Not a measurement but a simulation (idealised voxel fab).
The following process module bears the name voxel fin reveal.
Cross-section cut spans 295 nm and uses square cells 5 nm in size.
Square cells in a grid make up a cross-section in this document, and the grid is given as bands, listed from the top down, each one or more rows of cells. What a band's entry tells you: where the top is and where the bottom is, as heights in nm, and after that what lies inside, material by material from left to right, each with its width in nm. Empty space is written as the word "blank", and a single material marked with the word "everywhere" occupies the band from edge to edge. Note: height 0 marks the level under which the wafer is uniformly one material as received. Lowest band unbounded below, written "top 0, no bottom". Width: "30 to 40" (first number = top row, second number = bottom row, same change from row to row of cells). No cell of the cross-section changed in a step that is given as "nothing changed". "Voids, fully enclosed" - sealed voids, min. 8 cells, no opening to top; format: width x height at distance (distance from left edge; nm throughout). It should be noted that, on the line of a given step, the content following the step's settings is a remark produced by the simulator itself with respect to that step. The line of a step may include "overlay nm". On a step with a mask, this value is how far to the right of its planned place the mask lay. A negative value means the mask lay to the left.
## Here's what the planned process steps look like
step 1: RECEIVE,material Si
step 2: CONFORMAL_DEP,material SiN,thk nm 5
step 3: MASKED_ETCH,tone cover,mask id FINS,width nm 15,pitch nm 45,etch materials SiN,depth nm 5,overlay nm 0
step 4: MASKED_ETCH,tone cover,mask id FINS,width nm 15,pitch nm 45,etch materials Si,depth nm 30,overlay nm 0
step 5: OXIDIZE,depth nm 5
step 6: FILL_DEP,material SiO2,thk nm 5
step 7: CMP,height nm 5
step 8: SELECTIVE_ETCH,etch materials SiO2,depth nm 25
step 9: STRIP,etch materials SiN
## The first of a set of two wafers, run to plan
## Cross-sectional view of the wafer in its as-received condition, corresponding to the state after step 1
	top 0, no bottom = Si everywhere
	Voids, fully enclosed: none
## Wafer after step 2 (cross-section)
	top 5, bottom 0 = SiN everywhere
	Unchanged below 0.
## Wafer after step 3 (cross-section)
	top 5, bottom 0 = 95 blank  15 SiN  30 blank  15 SiN  30 blank  15 SiN  95 blank
	Unchanged below 0.
## Wafer after step 4 (cross-section)
	top 5, bottom 0 = 95 blank  15 SiN  30 blank  15 SiN  30 blank  15 SiN  95 blank
	top 0, bottom -30 = 95 blank  15 Si  30 blank  15 Si  30 blank  15 Si  95 blank
	Unchanged below -30.
## Wafer after step 5 (cross-section)
	top 5, bottom 0 = 95 blank  15 SiN  30 blank  15 SiN  30 blank  15 SiN  95 blank
	top 0, bottom -30 = 95 blank  5 SiO2  5 Si  5 SiO2  30 blank  5 SiO2  5 Si  5 SiO2  30 blank  5 SiO2  5 Si  5 SiO2  95 blank
	top -30, bottom -35 = 100 SiO2  5 Si  40 SiO2  5 Si  40 SiO2  5 Si  100 SiO2
	Unchanged below -35.
## Wafer after step 6 (cross-section)
	top 10, bottom 5 = SiO2 everywhere
	top 5, bottom 0 = 95 SiO2  15 SiN  30 SiO2  15 SiN  30 SiO2  15 SiN  95 SiO2
	top 0, bottom -35 = 100 SiO2  5 Si  40 SiO2  5 Si  40 SiO2  5 Si  100 SiO2
	Unchanged below -35.
## Wafer after step 7 (cross-section)
	top 5, bottom 0 = 95 SiO2  15 SiN  30 SiO2  15 SiN  30 SiO2  15 SiN  95 SiO2
	Unchanged below 0.
## Wafer after step 8 (cross-section)
	top 5, bottom 0 = 95 blank  15 SiN  30 blank  15 SiN  30 blank  15 SiN  95 blank
	top 0, bottom -20 = 100 blank  5 Si  40 blank  5 Si  40 blank  5 Si  100 blank
	Unchanged below -20.
## Wafer after step 9 (cross-section)
	top 0, bottom -20 = 100 blank  5 Si  40 blank  5 Si  40 blank  5 Si  100 blank
	Unchanged below -20.
## Second wafer, same starting conditions and recipe as the first, one mistake in executing it, nothing differs from the first up to and including step 7
## Cross-section of the second wafer at the time by which step 8 should have been completed according to the plan
	top 5, bottom 0 = 95 SiO2  15 blank  30 SiO2  15 blank  30 SiO2  15 blank  95 SiO2
	Unchanged below 0.
## Cross-section of the second wafer at the time by which step 9 should have been completed according to the plan
	top 0, bottom -20 = 100 blank  5 Si  40 blank  5 Si  40 blank  5 Si  100 blank
	top -20, bottom -25 = 70 SiO2  30 blank  5 Si  40 blank  5 Si  40 blank  5 Si  30 blank  70 SiO2
	Unchanged below -25.
So what did we get wrong on this run? steps 8 and 9 got flipped, so each one ran where the other should have
Final difference in cells, second wafer against first, listed per material as more or fewer: SiO2 -28
